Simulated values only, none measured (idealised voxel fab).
Name of the process module below: voxel lift off
We display cut, a cross-section 280 nm in width whose square cells are each 5 nm.
Reading order for cross-sections: top band down to bottom band. Underlying form: a grid of square cells. Band size: one or more rows of cells.
Top height, bottom height, nm. Materials left to right, width each, nm. Single material + "everywhere" = fills band edge to edge. "blank" = empty.
The level at which height equals 0 is the one under which the wafer, as it arrives, is entirely one material. No lower edge exists for the bottom band, which continues downward and is notated as in "0 nm and below".
Read "30 to 40" as a graded width: first number on top, second number at the bottom, same change between each pair of neighbouring rows.
Any step labelled "no modification" changed none of the cells in the cross-section.
"Closed-off voids" specifies each empty space that is not open to the top and that occupies no fewer than 8 cells, using the form width x height at distance, the distance measured from the left edge and all three quantities in nm.
It should be noted that, on the line of a given step, the content following the step's settings is a remark produced by the simulator itself with respect to that step.
overlay nm: mask right of planned place by this much (step with mask). Neg. = left.
Every pair from here on: before one process step, after it. The after cross-section reaches only to the lowest band that changed. Below the pair: the step in between and its settings. Pairs can belong to different runs of this module on the same starting wafer; a pair carries on from the pair above only if the entry headed "Before this step" says so.

-- Before this step
	0 nm and below | Si everywhere
	Closed-off voids: none

-- Step Outcome
	10 nm to 0 nm | SiO2 everywhere
	At heights below 0, the structure remains unaltered.
	Closed-off voids: none
Here is the step that sits between the two cross-sections above: CONFORMAL_DEP: material SiO2, thk nm 10

Before this step: refer to the pair immediately above; the cross-section shown after its step is the state before this one.

-- Step Outcome
	30 nm to 10 nm | 105 resist; 25 blank; 15 resist; 25 blank; 110 resist
	At heights below 10, the structure remains unaltered.
	Closed-off voids: none
Here is the step that sits between the two cross-sections above: PATTERN: tone open, mask id LINES, material resist, width nm 25, pitch nm 40, thk nm 20, overlay nm 0

Before this step: refer to the pair immediately above; the cross-section shown after its step is the state before this one.

-- Step Outcome
	35 nm to 30 nm | 105 Ru; 25 blank; 15 Ru; 25 blank; 110 Ru
	30 nm to 15 nm | 105 resist; 25 blank; 15 resist; 25 blank; 110 resist
	15 nm to 10 nm | 105 resist; 25 Ru; 15 resist; 25 Ru; 110 resist
	At heights below 10, the structure remains unaltered.
	Closed-off voids: none
Here is the step that sits between the two cross-sections above: DIRECTIONAL_DEP: material Ru, thk nm 5

Before this step: refer to the pair immediately above; the cross-section shown after its step is the state before this one.

-- Step Outcome
	15 nm to 10 nm | 105 blank; 25 Ru; 15 blank; 25 Ru; 110 blank
	At heights below 10, the structure remains unaltered.
	Closed-off voids: none
Here is the step that sits between the two cross-sections above: STRIP: etch materials resist

Before this step: refer to the pair immediately above; the cross-section shown after its step is the state before this one.

-- Step Outcome
	20 nm to 15 nm | 100 blank; 35 SiCN; 5 blank; 35 SiCN; 105 blank
	15 nm to 10 nm | 105 SiCN; 25 Ru; 15 SiCN; 25 Ru; 110 SiCN
	At heights below 10, the structure remains unaltered.
	Closed-off voids: none
Here is the step that sits between the two cross-sections above: CONFORMAL_DEP: material SiCN, thk nm 5

-- Before this step
	30 nm to 10 nm | 105 resist; 25 blank; 15 resist; 25 blank; 110 resist
	10 nm to 0 nm | SiO2 everywhere
	0 nm and below | Si everywhere
	Closed-off voids: none

-- Step Outcome
	10 nm to 0 nm | SiO2 everywhere
	At heights below 0, the structure remains unaltered.
	Closed-off voids: none
Here is the step that sits between the two cross-sections above: STRIP: etch materials resist

Before this step: refer to the pair immediately above; the cross-section shown after its step is the state before this one.

-- Step Outcome
	15 nm to 10 nm | SiCN everywhere
	At heights below 10, the structure remains unaltered.
	Closed-off voids: none
Here is the step that sits between the two cross-sections above: CONFORMAL_DEP: material SiCN, thk nm 5

-- Before this step
	30 nm to 10 nm | 105 resist; 25 blank; 15 resist; 25 blank; 110 resist
	10 nm to 0 nm | SiO2 everywhere
	0 nm and below | Si everywhere
	Closed-off voids: none

-- Step Outcome
	45 nm to 30 nm | 105 Ru; 25 blank; 15 Ru; 25 blank; 110 Ru
	30 nm to 25 nm | 105 resist; 25 blank; 15 resist; 25 blank; 110 resist
	25 nm to 10 nm | 105 resist; 25 Ru; 15 resist; 25 Ru; 110 resist
	At heights below 10, the structure remains unaltered.
	Closed-off voids: none
Here is the step that sits between the two cross-sections above: DIRECTIONAL_DEP: material Ru, thk nm 15

Before this step: refer to the pair immediately above; the cross-section shown after its step is the state before this one.

-- Step Outcome
	25 nm to 10 nm | 105 blank; 25 Ru; 15 blank; 25 Ru; 110 blank
	At heights below 10, the structure remains unaltered.
	Closed-off voids: none
Here is the step that sits between the two cross-sections above: STRIP: etch materials resist

Before this step: refer to the pair immediately above; the cross-section shown after its step is the state before this one.

-- Step Outcome
	30 nm to 25 nm | 100 blank; 35 SiCN; 5 blank; 35 SiCN; 105 blank
	25 nm to 15 nm | 100 blank; 5 SiCN; 25 Ru; 5 SiCN; 5 blank; 5 SiCN; 25 Ru; 5 SiCN; 105 blank
	15 nm to 10 nm | 105 SiCN; 25 Ru; 15 SiCN; 25 Ru; 110 SiCN
	At heights below 10, the structure remains unaltered.
	Closed-off voids: none
Here is the step that sits between the two cross-sections above: CONFORMAL_DEP: material SiCN, thk nm 5

-- Before this step
	10 nm to 0 nm | SiO2 everywhere
	0 nm and below | Si everywhere
	Closed-off voids: none

-- Step Outcome
	30 nm to 10 nm | 110 resist; 20 blank; 20 resist; 20 blank; 110 resist
	At heights below 10, the structure remains unaltered.
	Closed-off voids: none
Here is the step that sits between the two cross-sections above: PATTERN: tone open, mask id LINES, material resist, width nm 20, pitch nm 40, thk nm 20, overlay nm 0

Before this step: refer to the pair immediately above; the cross-section shown after its step is the state before this one.

-- Step Outcome
	35 nm to 30 nm | 110 Ru; 20 blank; 20 Ru; 20 blank; 110 Ru
	30 nm to 15 nm | 110 resist; 20 blank; 20 resist; 20 blank; 110 resist
	15 nm to 10 nm | 110 resist; 20 Ru; 20 resist; 20 Ru; 110 resist
	At heights below 10, the structure remains unaltered.
	Closed-off voids: none
Here is the step that sits between the two cross-sections above: DIRECTIONAL_DEP: material Ru, thk nm 5

Before this step: refer to the pair immediately above; the cross-section shown after its step is the state before this one.

-- Step Outcome
	15 nm to 10 nm | 110 blank; 20 Ru; 20 blank; 20 Ru; 110 blank
	At heights below 10, the structure remains unaltered.
	Closed-off voids: none
Here is the step that sits between the two cross-sections above: STRIP: etch materials resist

Before this step: refer to the pair immediately above; the cross-section shown after its step is the state before this one.

-- Step Outcome
	20 nm to 15 nm | 105 blank; 30 SiCN; 10 blank; 30 SiCN; 105 blank
	15 nm to 10 nm | 110 SiCN; 20 Ru; 20 SiCN; 20 Ru; 110 SiCN
	At heights below 10, the structure remains unaltered.
	Closed-off voids: none
Here is the step that sits between the two cross-sections above: CONFORMAL_DEP: material SiCN, thk nm 5

-- Before this step
	10 nm to 0 nm | SiO2 everywhere
	0 nm and below | Si everywhere
	Closed-off voids: none

-- Step Outcome
	30 nm to 10 nm | 110 resist; 25 blank; 15 resist; 25 blank; 105 resist
	At heights below 10, the structure remains unaltered.
	Closed-off voids: none
Here is the step that sits between the two cross-sections above: PATTERN: tone open, mask id LINES, material resist, width nm 25, pitch nm 40, thk nm 20, overlay nm 5

Before this step: refer to the pair immediately above; the cross-section shown after its step is the state before this one.

-- Step Outcome
	35 nm to 30 nm | 110 Ru; 25 blank; 15 Ru; 25 blank; 105 Ru
	30 nm to 15 nm | 110 resist; 25 blank; 15 resist; 25 blank; 105 resist
	15 nm to 10 nm | 110 resist; 25 Ru; 15 resist; 25 Ru; 105 resist
	At heights below 10, the structure remains unaltered.
	Closed-off voids: none
Here is the step that sits between the two cross-sections above: DIRECTIONAL_DEP: material Ru, thk nm 5

Before this step: refer to the pair immediately above; the cross-section shown after its step is the state before this one.

-- Step Outcome
	15 nm to 10 nm | 110 blank; 25 Ru; 15 blank; 25 Ru; 105 blank
	At heights below 10, the structure remains unaltered.
	Closed-off voids: none
Here is the step that sits between the two cross-sections above: STRIP: etch materials resist

Before this step: refer to the pair immediately above; the cross-section shown after its step is the state before this one.

-- Step Outcome
	20 nm to 15 nm | 105 blank; 35 SiCN; 5 blank; 35 SiCN; 100 blank
	15 nm to 10 nm | 110 SiCN; 25 Ru; 15 SiCN; 25 Ru; 105 SiCN
	At heights below 10, the structure remains unaltered.
	Closed-off voids: none
Here is the step that sits between the two cross-sections above: CONFORMAL_DEP: material SiCN, thk nm 5

-- Before this step
	0 nm and below | Si everywhere
	Closed-off voids: none

-- Step Outcome
	10 nm to 0 nm | SiCN everywhere
	At heights below 0, the structure remains unaltered.
	Closed-off voids: none
Here is the step that sits between the two cross-sections above: CONFORMAL_DEP: material SiCN, thk nm 10

Before this step: refer to the pair immediately above; the cross-section shown after its step is the state before this one.

-- Step Outcome
	30 nm to 10 nm | 105 resist; 25 blank; 15 resist; 25 blank; 110 resist
	At heights below 10, the structure remains unaltered.
	Closed-off voids: none
Here is the step that sits between the two cross-sections above: PATTERN: tone open, mask id LINES, material resist, width nm 25, pitch nm 40, thk nm 20, overlay nm 0

Before this step: refer to the pair immediately above; the cross-section shown after its step is the state before this one.

-- Step Outcome
	35 nm to 30 nm | 105 Ru; 25 blank; 15 Ru; 25 blank; 110 Ru
	30 nm to 15 nm | 105 resist; 25 blank; 15 resist; 25 blank; 110 resist
	15 nm to 10 nm | 105 resist; 25 Ru; 15 resist; 25 Ru; 110 resist
	At heights below 10, the structure remains unaltered.
	Closed-off voids: none
Here is the step that sits between the two cross-sections above: DIRECTIONAL_DEP: material Ru, thk nm 5

Before this step: refer to the pair immediately above; the cross-section shown after its step is the state before this one.

-- Step Outcome
	15 nm to 10 nm | 105 blank; 25 Ru; 15 blank; 25 Ru; 110 blank
	At heights below 10, the structure remains unaltered.
	Closed-off voids: none
Here is the step that sits between the two cross-sections above: STRIP: etch materials resist

Before this step: refer to the pair immediately above; the cross-section shown after its step is the state before this one.

-- Step Outcome
	20 nm to 15 nm | 100 blank; 35 SiCN; 5 blank; 35 SiCN; 105 blank
	15 nm to 10 nm | 105 SiCN; 25 Ru; 15 SiCN; 25 Ru; 110 SiCN
	At heights below 10, the structure remains unaltered.
	Closed-off voids: none
Here is the step that sits between the two cross-sections above: CONFORMAL_DEP: material SiCN, thk nm 5

-- Before this step
	10 nm to 0 nm | SiO2 everywhere
	0 nm and below | Si everywhere
	Closed-off voids: none

-- Step Outcome
	30 nm to 10 nm | 105 blank; 25 resist; 15 blank; 25 resist; 110 blank
	At heights below 10, the structure remains unaltered.
	Closed-off voids: none
Here is the step that sits between the two cross-sections above: PATTERN: tone cover, mask id LINES, material resist, width nm 25, pitch nm 40, thk nm 20, overlay nm 0

Before this step: refer to the pair immediately above; the cross-section shown after its step is the state before this one.

-- Step Outcome
	35 nm to 30 nm | 105 blank; 25 Ru; 15 blank; 25 Ru; 110 blank
	30 nm to 15 nm | 105 blank; 25 resist; 15 blank; 25 resist; 110 blank
	15 nm to 10 nm | 105 Ru; 25 resist; 15 Ru; 25 resist; 110 Ru
	At heights below 10, the structure remains unaltered.
	Closed-off voids: none
Here is the step that sits between the two cross-sections above: DIRECTIONAL_DEP: material Ru, thk nm 5

Before this step: refer to the pair immediately above; the cross-section shown after its step is the state before this one.

-- Step Outcome
	15 nm to 10 nm | 105 Ru; 25 blank; 15 Ru; 25 blank; 110 Ru
	At heights below 10, the structure remains unaltered.
	Closed-off voids: none
Here is the step that sits between the two cross-sections above: STRIP: etch materials resist

Before this step: refer to the pair immediately above; the cross-section shown after its step is the state before this one.

-- Step Outcome
	20 nm to 15 nm | 110 SiCN; 15 blank; 25 SiCN; 15 blank; 115 SiCN
	15 nm to 10 nm | 105 Ru; 25 SiCN; 15 Ru; 25 SiCN; 110 Ru
	At heights below 10, the structure remains unaltered.
	Closed-off voids: none
Here is the step that sits between the two cross-sections above: CONFORMAL_DEP: material SiCN, thk nm 5
